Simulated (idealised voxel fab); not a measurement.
process module | voxel fin reveal
cross-section cut | 180 nm wide | cells 5 nm
A cross-section is a grid of square cells, given in bands from the top down. A band is one or more rows of cells.
Each band's line starts with the height of the band's top and of its bottom, in nm. Then come its materials from left to right, each with its width in nm. One material with "throughout" fills the band from edge to edge. "air" is empty space.
Height 0 is the level under which the wafer as received is all one material. The lowest band goes on downwards, as in "0 down".
A width such as "30 to 40" changes by the same amount from each row of cells to the next, from the band's top row to its bottom row.
"no change" after a step means that no cell of the cross-section changed.
closed voids: empty space of 8 cells or more with no open way to the top, each as width x height at its distance from the left edge, in nm
after a step's settings: what the simulator itself notes on the step
overlay nm, on a step with a mask: how far to the right of its planned place the mask lay; to the left if negative
plan
1 op RECEIVE | material Si
2 op CONFORMAL_DEP | material SiN | thk nm 10
3 op MASKED_ETCH | tone cover | mask id FINS | width nm 15 | pitch nm 40 | etch materials SiN | depth nm 10 | overlay nm 0
4 op MASKED_ETCH | tone cover | mask id FINS | width nm 15 | pitch nm 40 | etch materials Si | depth nm 35 | overlay nm 0
5 op OXIDIZE | depth nm 5
6 op FILL_DEP | material SiO2 | thk nm 5
7 op CMP | height nm 10
8 op SELECTIVE_ETCH | etch materials SiO2 | depth nm 25
9 op STRIP | etch materials SiN
10 op CONFORMAL_DEP | material HfO2 | thk nm 5
first wafer, as planned
as received, after step 1
  0 down: Si throughout
  closed voids: none
after step 2
  10 to 0: SiN throughout
  below 0: unchanged
after step 3
  10 to 0: air 60 | SiN 15 | air 25 | SiN 15 | air 65
  below 0: unchanged
after step 4
  10 to 0: air 60 | SiN 15 | air 25 | SiN 15 | air 65
  0 to -35: air 60 | Si 15 | air 25 | Si 15 | air 65
  below -35: unchanged
after step 5
  10 to 0: air 60 | SiN 15 | air 25 | SiN 15 | air 65
  0 to -35: air 60 | SiO2 5 | Si 5 | SiO2 5 | air 25 | SiO2 5 | Si 5 | SiO2 5 | air 65
  -35 to -40: SiO2 65 | Si 5 | SiO2 35 | Si 5 | SiO2 70
  below -40: unchanged
after step 6
  15 to 10: SiO2 throughout
  10 to 0: SiO2 60 | SiN 15 | SiO2 25 | SiN 15 | SiO2 65
  0 to -40: SiO2 65 | Si 5 | SiO2 35 | Si 5 | SiO2 70
  below -40: unchanged
after step 7
  10 to 0: SiO2 60 | SiN 15 | SiO2 25 | SiN 15 | SiO2 65
  below 0: unchanged
after step 8
  10 to 0: air 60 | SiN 15 | air 25 | SiN 15 | air 65
  0 to -15: air 65 | Si 5 | air 35 | Si 5 | air 70
  below -15: unchanged
after step 9
  0 to -15: air 65 | Si 5 | air 35 | Si 5 | air 70
  below -15: unchanged
after step 10
  5 to 0: air 60 | HfO2 15 | air 25 | HfO2 15 | air 65
  0 to -10: air 60 | HfO2 5 | Si 5 | HfO2 5 | air 25 | HfO2 5 | Si 5 | HfO2 5 | air 65
  -10 to -15: HfO2 65 | Si 5 | HfO2 35 | Si 5 | HfO2 70
  below -15: unchanged
second wafer: like start, like plan, one mistake. Through step 7 it matches the first wafer
when step 8 should have ended
  10 to 0: SiO2 60 | air 15 | SiO2 25 | air 15 | SiO2 65
  below 0: unchanged
when step 9 should have ended
  0 to -15: air 65 | Si 5 | air 35 | Si 5 | air 70
  -15 to -25: SiO2 35 | air 30 | Si 5 | air 35 | Si 5 | air 30 | SiO2 40
  below -25: unchanged
when step 10 should have ended
  5 to 0: air 60 | HfO2 15 | air 25 | HfO2 15 | air 65
  0 to -10: air 60 | HfO2 5 | Si 5 | HfO2 5 | air 25 | HfO2 5 | Si 5 | HfO2 5 | air 65
  -10 to -15: HfO2 40 | air 20 | HfO2 5 | Si 5 | HfO2 5 | air 25 | HfO2 5 | Si 5 | HfO2 5 | air 20 | HfO2 45
  -15 to -20: SiO2 35 | HfO2 5 | air 20 | HfO2 5 | Si 5 | HfO2 5 | air 25 | HfO2 5 | Si 5 | HfO2 5 | air 20 | HfO2 5 | SiO2 40
  -20 to -25: SiO2 35 | HfO2 30 | Si 5 | HfO2 35 | Si 5 | HfO2 30 | SiO2 40
  below -25: unchanged
what went wrong: steps 8 and 9 were swapped
at the end the second wafer has, in cells: 12 more of HfO2 | 38 fewer of SiO2
